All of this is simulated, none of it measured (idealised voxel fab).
process module | voxel wiring stack
cross-section cut | 265 nm wide | cells 5 nm
A cross-section is a grid of square cells, given in bands from the top down. A band is one or more rows of cells.
Each band's line starts with the height of the band's top and of its bottom, in nm. Then come its materials from left to right, each with its width in nm. One material with "throughout" fills the band from edge to edge. "air" is empty space.
Height 0 is the level under which the wafer as received is all one material. The lowest band goes on downwards, as in "0 down".
A width such as "30 to 40" changes by the same amount from each row of cells to the next, from the band's top row to its bottom row.
"no change" after a step means that no cell of the cross-section changed.
closed voids: empty space of 8 cells or more with no open way to the top, each as width x height at its distance from the left edge, in nm
after a step's settings: what the simulator itself notes on the step
overlay nm, on a step with a mask: how far to the right of its planned place the mask lay; to the left if negative
plan
1 op RECEIVE | material Si
2 op CONFORMAL_DEP | material SiO2 | thk nm 10
3 op CONFORMAL_DEP | material SiCN | thk nm 5
4 op DIRECTIONAL_DEP | material SiO2 | thk nm 20
5 op DIRECTIONAL_DEP | material aC | thk nm 15
6 op PATTERN | tone open | mask id METAL_1 | material resist | width nm 30 | pitch nm 60 | thk nm 35 | overlay nm 0
7 op DIRECTIONAL_ETCH | etch materials aC | depth nm 15
8 op STRIP | etch materials resist
9 op DIRECTIONAL_ETCH | etch materials SiO2 | depth nm 20
10 op DIRECTIONAL_ETCH | etch materials SiCN | depth nm 5
11 op STRIP | etch materials aC
12 op CONFORMAL_DEP | material TiN | thk nm 5
13 op FILL_DEP | material W | thk nm 5
14 op CMP | height nm 35
15 op EPI | material Ru | thk nm 5
16 op FILL_DEP | material SiCN | thk nm 5
17 op DIRECTIONAL_DEP | material SiO2 | thk nm 10
18 op PATTERN | tone open | mask id PLUG_1 | material resist | width nm 15 | pitch nm 60 | thk nm 15 | overlay nm 0
19 op DIRECTIONAL_ETCH | etch materials SiO2 | depth nm 10
20 op DIRECTIONAL_ETCH | etch materials SiCN | depth nm 5
21 op STRIP | etch materials resist
22 op EPI | material Ru | thk nm 10
23 op EPI | material Ru | thk nm 5
24 op DIRECTIONAL_DEP | material TiN | thk nm 5
25 op DIRECTIONAL_DEP | material W | thk nm 15
26 op DIRECTIONAL_DEP | material aC | thk nm 15
27 op PATTERN | tone cover | mask id METAL_2 | material resist | width nm 30 | pitch nm 60 | thk nm 30 | overlay nm 0
28 op DIRECTIONAL_ETCH | etch materials aC | depth nm 15
29 op STRIP | etch materials resist
30 op DIRECTIONAL_ETCH | etch materials W | depth nm 15
31 op DIRECTIONAL_ETCH | etch materials TiN | depth nm 5
32 op STRIP | etch materials aC
33 op CONFORMAL_DEP | material SiN | thk nm 5
34 op FILL_DEP | material lowk | thk nm 5
35 op CMP | height nm 75
36 op CONFORMAL_DEP | material SiCN | thk nm 5
as received, after step 1
  0 down: Si throughout
  closed voids: none
a wafer at the end: this start, this plan, one mistake
  80 to 75: SiCN throughout
  75 to 60: lowk 50 | SiN 5 | W 30 | SiN 5 | lowk 20 | SiN 5 | W 30 | SiN 5 | lowk 20 | SiN 5 | W 30 | SiN 5 | lowk 55
  60 to 55: SiN 55 | TiN 30 | SiN 30 | TiN 30 | SiN 30 | TiN 30 | SiN 60
  55 to 45: SiO2 60 | Ru 15 | SiO2 45 | Ru 15 | SiO2 45 | Ru 15 | SiO2 70
  45 to 35: SiCN 60 to 50 | Ru 15 to 40 | SiCN 45 to 20 | Ru 15 to 40 | SiCN 45 to 20 | Ru 15 to 40 | SiCN 70 to 55
  35 to 15: SiO2 55 | TiN 5 | W 20 | TiN 5 | SiO2 30 | TiN 5 | W 20 | TiN 5 | SiO2 30 | TiN 5 | W 20 | TiN 5 | SiO2 60
  15 to 10: SiCN 55 | TiN 30 | SiCN 30 | TiN 30 | SiCN 30 | TiN 30 | SiCN 60
  10 to 0: SiO2 throughout
  0 down: Si throughout
  closed voids: none
what went wrong: step 18 ran as: op PATTERN | tone open | mask id PLUG_1 | material resist | width nm 15 | pitch nm 60 | thk nm 15 | overlay nm 5
